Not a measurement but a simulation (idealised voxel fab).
process module | voxel self aligned vias
cross-section cut | 255 nm wide | cells 5 nm
A cross-section is a grid of square cells, given in bands from the top down. A band is one or more rows of cells.
Each band's line starts with the height of the band's top and of its bottom, in nm. Then come its materials from left to right, each with its width in nm. One material with "throughout" fills the band from edge to edge. "air" is empty space.
Height 0 is the level under which the wafer as received is all one material. The lowest band goes on downwards, as in "0 down".
A width such as "30 to 40" changes by the same amount from each row of cells to the next, from the band's top row to its bottom row.
"no change" after a step means that no cell of the cross-section changed.
closed voids: empty space of 8 cells or more with no open way to the top, each as width x height at its distance from the left edge, in nm
after a step's settings: what the simulator itself notes on the step
overlay nm, on a step with a mask: how far to the right of its planned place the mask lay; to the left if negative
plan
1 op RECEIVE | material Si
2 op CONFORMAL_DEP | material SiO2 | thk nm 15
3 op CONFORMAL_DEP | material SiCN | thk nm 5
4 op DIRECTIONAL_DEP | material SiO2 | thk nm 30
5 op MASKED_ETCH | tone open | mask id LINES | width nm 25 | pitch nm 65 | etch materials SiO2 | depth nm 30 | overlay nm 0
6 op CONFORMAL_DEP | material TiN | thk nm 5
7 op FILL_DEP | material W | thk nm 5
8 op CMP | height nm 50
9 op SELECTIVE_ETCH | etch materials W Ru TiN | depth nm 5
10 op FILL_DEP | material SiN | thk nm 10
11 op CMP | height nm 50
12 op DIRECTIONAL_DEP | material SiO2 | thk nm 20
13 op MASKED_ETCH | tone open | mask id VIAS | width nm 45 | pitch nm 65 | etch materials SiO2 | depth nm 20 | overlay nm 0
14 op MASKED_ETCH | tone open | mask id VIAS | width nm 45 | pitch nm 65 | etch materials SiN | depth nm 5 | overlay nm 0
15 op CONFORMAL_DEP | material TiN | thk nm 5
16 op FILL_DEP | material Cu | thk nm 5
17 op CMP | height nm 70
18 op CONFORMAL_DEP | material SiCN | thk nm 5
first wafer, as planned
as received, after step 1
  0 down: Si throughout
  closed voids: none
after step 2
  15 to 0: SiO2 throughout
  below 0: unchanged
after step 3
  20 to 15: SiCN throughout
  below 15: unchanged
after step 4
  50 to 20: SiO2 throughout
  below 20: unchanged
after step 5
  50 to 20: SiO2 50 | air 25 | SiO2 40 | air 25 | SiO2 40 | air 25 | SiO2 50
  below 20: unchanged
after step 6
  55 to 50: TiN 55 | air 15 | TiN 50 | air 15 | TiN 50 | air 15 | TiN 55
  50 to 25: SiO2 50 | TiN 5 | air 15 | TiN 5 | SiO2 40 | TiN 5 | air 15 | TiN 5 | SiO2 40 | TiN 5 | air 15 | TiN 5 | SiO2 50
  25 to 20: SiO2 50 | TiN 25 | SiO2 40 | TiN 25 | SiO2 40 | TiN 25 | SiO2 50
  below 20: unchanged
after step 7
  60 to 55: W throughout
  55 to 50: TiN 55 | W 15 | TiN 50 | W 15 | TiN 50 | W 15 | TiN 55
  50 to 25: SiO2 50 | TiN 5 | W 15 | TiN 5 | SiO2 40 | TiN 5 | W 15 | TiN 5 | SiO2 40 | TiN 5 | W 15 | TiN 5 | SiO2 50
  below 25: unchanged
after step 8
  50 to 25: SiO2 50 | TiN 5 | W 15 | TiN 5 | SiO2 40 | TiN 5 | W 15 | TiN 5 | SiO2 40 | TiN 5 | W 15 | TiN 5 | SiO2 50
  below 25: unchanged
after step 9
  50 to 45: SiO2 50 | air 25 | SiO2 40 | air 25 | SiO2 40 | air 25 | SiO2 50
  below 45: unchanged
after step 10
  60 to 50: SiN throughout
  50 to 45: SiO2 50 | SiN 25 | SiO2 40 | SiN 25 | SiO2 40 | SiN 25 | SiO2 50
  below 45: unchanged
after step 11
  50 to 45: SiO2 50 | SiN 25 | SiO2 40 | SiN 25 | SiO2 40 | SiN 25 | SiO2 50
  below 45: unchanged
after step 12
  70 to 50: SiO2 throughout
  below 50: unchanged
after step 13
  70 to 50: SiO2 40 | air 45 | SiO2 20 | air 45 | SiO2 20 | air 45 | SiO2 40
  below 50: unchanged
after step 14
  70 to 50: SiO2 40 | air 45 | SiO2 20 | air 45 | SiO2 20 | air 45 | SiO2 40
  50 to 45: SiO2 50 | air 25 | SiO2 40 | air 25 | SiO2 40 | air 25 | SiO2 50
  below 45: unchanged
after step 15
  75 to 70: TiN 45 | air 35 | TiN 30 | air 35 | TiN 30 | air 35 | TiN 45
  70 to 55: SiO2 40 | TiN 5 | air 35 | TiN 5 | SiO2 20 | TiN 5 | air 35 | TiN 5 | SiO2 20 | TiN 5 | air 35 | TiN 5 | SiO2 40
  55 to 50: SiO2 40 | TiN 15 | air 15 | TiN 15 | SiO2 20 | TiN 15 | air 15 | TiN 15 | SiO2 20 | TiN 15 | air 15 | TiN 15 | SiO2 40
  50 to 45: SiO2 50 | TiN 25 | SiO2 40 | TiN 25 | SiO2 40 | TiN 25 | SiO2 50
  below 45: unchanged
after step 16
  80 to 75: Cu throughout
  75 to 70: TiN 45 | Cu 35 | TiN 30 | Cu 35 | TiN 30 | Cu 35 | TiN 45
  70 to 55: SiO2 40 | TiN 5 | Cu 35 | TiN 5 | SiO2 20 | TiN 5 | Cu 35 | TiN 5 | SiO2 20 | TiN 5 | Cu 35 | TiN 5 | SiO2 40
  55 to 50: SiO2 40 | TiN 15 | Cu 15 | TiN 15 | SiO2 20 | TiN 15 | Cu 15 | TiN 15 | SiO2 20 | TiN 15 | Cu 15 | TiN 15 | SiO2 40
  below 50: unchanged
after step 17
  70 to 55: SiO2 40 | TiN 5 | Cu 35 | TiN 5 | SiO2 20 | TiN 5 | Cu 35 | TiN 5 | SiO2 20 | TiN 5 | Cu 35 | TiN 5 | SiO2 40
  below 55: unchanged
after step 18
  75 to 70: SiCN throughout
  below 70: unchanged
second wafer: like start, like plan, one mistake. Through step 4 it matches the first wafer
when step 5 should have ended
  50 to 20: SiO2 55 | air 25 | SiO2 40 | air 25 | SiO2 40 | air 25 | SiO2 45
  below 20: unchanged
when step 6 should have ended
  55 to 50: TiN 60 | air 15 | TiN 50 | air 15 | TiN 50 | air 15 | TiN 50
  50 to 25: SiO2 55 | TiN 5 | air 15 | TiN 5 | SiO2 40 | TiN 5 | air 15 | TiN 5 | SiO2 40 | TiN 5 | air 15 | TiN 5 | SiO2 45
  25 to 20: SiO2 55 | TiN 25 | SiO2 40 | TiN 25 | SiO2 40 | TiN 25 | SiO2 45
  below 20: unchanged
when step 7 should have ended
  60 to 55: W throughout
  55 to 50: TiN 60 | W 15 | TiN 50 | W 15 | TiN 50 | W 15 | TiN 50
  50 to 25: SiO2 55 | TiN 5 | W 15 | TiN 5 | SiO2 40 | TiN 5 | W 15 | TiN 5 | SiO2 40 | TiN 5 | W 15 | TiN 5 | SiO2 45
  below 25: unchanged
when step 8 should have ended
  50 to 25: SiO2 55 | TiN 5 | W 15 | TiN 5 | SiO2 40 | TiN 5 | W 15 | TiN 5 | SiO2 40 | TiN 5 | W 15 | TiN 5 | SiO2 45
  below 25: unchanged
when step 9 should have ended
  50 to 45: SiO2 55 | air 25 | SiO2 40 | air 25 | SiO2 40 | air 25 | SiO2 45
  below 45: unchanged
when step 10 should have ended
  60 to 50: SiN throughout
  50 to 45: SiO2 55 | SiN 25 | SiO2 40 | SiN 25 | SiO2 40 | SiN 25 | SiO2 45
  below 45: unchanged
when step 11 should have ended
  50 to 45: SiO2 55 | SiN 25 | SiO2 40 | SiN 25 | SiO2 40 | SiN 25 | SiO2 45
  below 45: unchanged
when step 12 should have ended
  70 to 50: SiO2 throughout
  below 50: unchanged
when step 13 should have ended
  70 to 50: SiO2 40 | air 45 | SiO2 20 | air 45 | SiO2 20 | air 45 | SiO2 40
  below 50: unchanged
when step 14 should have ended
  70 to 50: SiO2 40 | air 45 | SiO2 20 | air 45 | SiO2 20 | air 45 | SiO2 40
  50 to 45: SiO2 55 | air 25 | SiO2 40 | air 25 | SiO2 40 | air 25 | SiO2 45
  below 45: unchanged
when step 15 should have ended
  75 to 70: TiN 45 | air 35 | TiN 30 | air 35 | TiN 30 | air 35 | TiN 45
  70 to 55: SiO2 40 | TiN 5 | air 35 | TiN 5 | SiO2 20 | TiN 5 | air 35 | TiN 5 | SiO2 20 | TiN 5 | air 35 | TiN 5 | SiO2 40
  55 to 50: SiO2 40 | TiN 20 | air 15 | TiN 10 | SiO2 20 | TiN 20 | air 15 | TiN 10 | SiO2 20 | TiN 20 | air 15 | TiN 10 | SiO2 40
  50 to 45: SiO2 55 | TiN 25 | SiO2 40 | TiN 25 | SiO2 40 | TiN 25 | SiO2 45
  below 45: unchanged
when step 16 should have ended
  80 to 75: Cu throughout
  75 to 70: TiN 45 | Cu 35 | TiN 30 | Cu 35 | TiN 30 | Cu 35 | TiN 45
  70 to 55: SiO2 40 | TiN 5 | Cu 35 | TiN 5 | SiO2 20 | TiN 5 | Cu 35 | TiN 5 | SiO2 20 | TiN 5 | Cu 35 | TiN 5 | SiO2 40
  55 to 50: SiO2 40 | TiN 20 | Cu 15 | TiN 10 | SiO2 20 | TiN 20 | Cu 15 | TiN 10 | SiO2 20 | TiN 20 | Cu 15 | TiN 10 | SiO2 40
  below 50: unchanged
when step 17 should have ended
  70 to 55: SiO2 40 | TiN 5 | Cu 35 | TiN 5 | SiO2 20 | TiN 5 | Cu 35 | TiN 5 | SiO2 20 | TiN 5 | Cu 35 | TiN 5 | SiO2 40
  below 55: unchanged
when step 18 should have ended
  75 to 70: SiCN throughout
  below 70: unchanged
what went wrong: step 5 ran as: op MASKED_ETCH | tone open | mask id LINES | width nm 25 | pitch nm 65 | etch materials SiO2 | depth nm 30 | overlay nm 5
at the end the second wafer has, in cells: as many of each material as the first, in other places
